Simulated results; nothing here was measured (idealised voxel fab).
Herein follows the process module entitled voxel wiring stack.
FYI the section here is cut, 270 nm wide, cells are 5 nm squares.
Cross-section spec: square-cell grid; bands listed top down; each band is one or more rows. Heights first: top, then bottom, in nm. Then materials, left to right, each with a width in nm. "throughout" on a single material: fills the band edge to edge. "air": empty space. Height 0 is the level under which the wafer as received is all one material. The lowest band goes on downwards, as in "0..down". Graded width ("30->40"): value in top row of band = first number; value in bottom row = second number; row-to-row change constant. What does "no alterations made" mean for a step? It means no cell of the cross-section changed in that step. In "Closed void table" the enclosed voids are listed, meaning empty spaces of 8 cells or larger without any opening to the top. The form is width x height at distance, distance from the left edge, units nm. after a step's settings: what the simulator itself notes on the step. overlay nm, on a step with a mask: how far to the right of its planned place the mask lay; to the left if negative.
Plan
1: RECEIVE (material Si)
2: CONFORMAL_DEP (material SiO2; thk nm 15)
3: CONFORMAL_DEP (material SiN; thk nm 5)
4: DIRECTIONAL_DEP (material SiO2; thk nm 15)
5: PATTERN (tone open; mask id METAL_1; material resist; width nm 30; pitch nm 50; thk nm 20; overlay nm 0)
6: DIRECTIONAL_ETCH (etch materials SiO2; depth nm 15)
7: DIRECTIONAL_ETCH (etch materials SiN; depth nm 5)
8: STRIP (etch materials resist)
9: CONFORMAL_DEP (material TiN; thk nm 5)
10: FILL_DEP (material Cu; thk nm 10)
11: CMP (height nm 35)
12: CONFORMAL_DEP (material SiCN; thk nm 5)
13: DIRECTIONAL_DEP (material lowk; thk nm 25)
14: MASKED_ETCH (tone open; mask id METAL_2_HOLES; width nm 15; etch materials lowk; depth nm 25; overlay nm 0)
15: DIRECTIONAL_DEP (material aC; thk nm 10)
16: PATTERN (tone open; mask id METAL_2; material resist; width nm 30; pitch nm 50; thk nm 25; overlay nm 0)
17: DIRECTIONAL_ETCH (etch materials aC; depth nm 10)
18: STRIP (etch materials resist)
19: DIRECTIONAL_ETCH (etch materials lowk; depth nm 15)
20: DIRECTIONAL_ETCH (etch materials SiCN; depth nm 5)
21: STRIP (etch materials aC)
22: CONFORMAL_DEP (material TiN; thk nm 5)
23: FILL_DEP (material Ru; thk nm 5)
24: CMP (height nm 65)
25: CONFORMAL_DEP (material SiCN; thk nm 5)
26: DIRECTIONAL_DEP (material SiO2; thk nm 10)
27: MASKED_ETCH (tone open; mask id PLUG_2; width nm 15; etch materials SiO2; depth nm 10; overlay nm 0)
28: MASKED_ETCH (tone open; mask id PLUG_2; width nm 15; etch materials SiCN; depth nm 5; overlay nm 0)
29: CONFORMAL_DEP (material TiN; thk nm 5)
30: FILL_DEP (material Ru; thk nm 5)
31: CMP (height nm 80)
32: CONFORMAL_DEP (material SiN; thk nm 5)
33: DIRECTIONAL_DEP (material SiO2; thk nm 20)
34: MASKED_ETCH (tone open; mask id METAL_3; width nm 20; pitch nm 50; etch materials SiO2; depth nm 20; overlay nm 0)
35: MASKED_ETCH (tone open; mask id METAL_3; width nm 30; pitch nm 50; etch materials SiN; depth nm 5; overlay nm 0)
36: CONFORMAL_DEP (material TiN; thk nm 5)
37: FILL_DEP (material Ru; thk nm 5)
38: CMP (height nm 105)
39: CONFORMAL_DEP (material SiN; thk nm 5)
Quick note for whoever runs this: the wafers start identical, but the width nm at step 34 isn't the same across them. The plan just shows what the first wafer had.
Cross-section of the first of several received wafers, showing its state after step 1
- 0..down | Si throughout
- Closed void table: none
Heads up, this table goes wafer by wafer. A row tells you, at the end of the module, how many cells of each material that wafer has put on (+) or dropped (-) since it was received, and then its closed voids
width nm 20; +24 Cu; +37 Ru; +102 SiCN; +142 SiN; +574 SiO2; +81 TiN; +228 lowk; Closed void table: none
width nm 25; +24 Cu; +45 Ru; +102 SiCN; +140 SiN; +566 SiO2; +83 TiN; +228 lowk; Closed void table: none
width nm 30; +24 Cu; +53 Ru; +102 SiCN; +138 SiN; +558 SiO2; +85 TiN; +228 lowk; Closed void table: none
width nm 35; +24 Cu; +59 Ru; +102 SiCN; +138 SiN; +550 SiO2; +87 TiN; +228 lowk; Closed void table: none
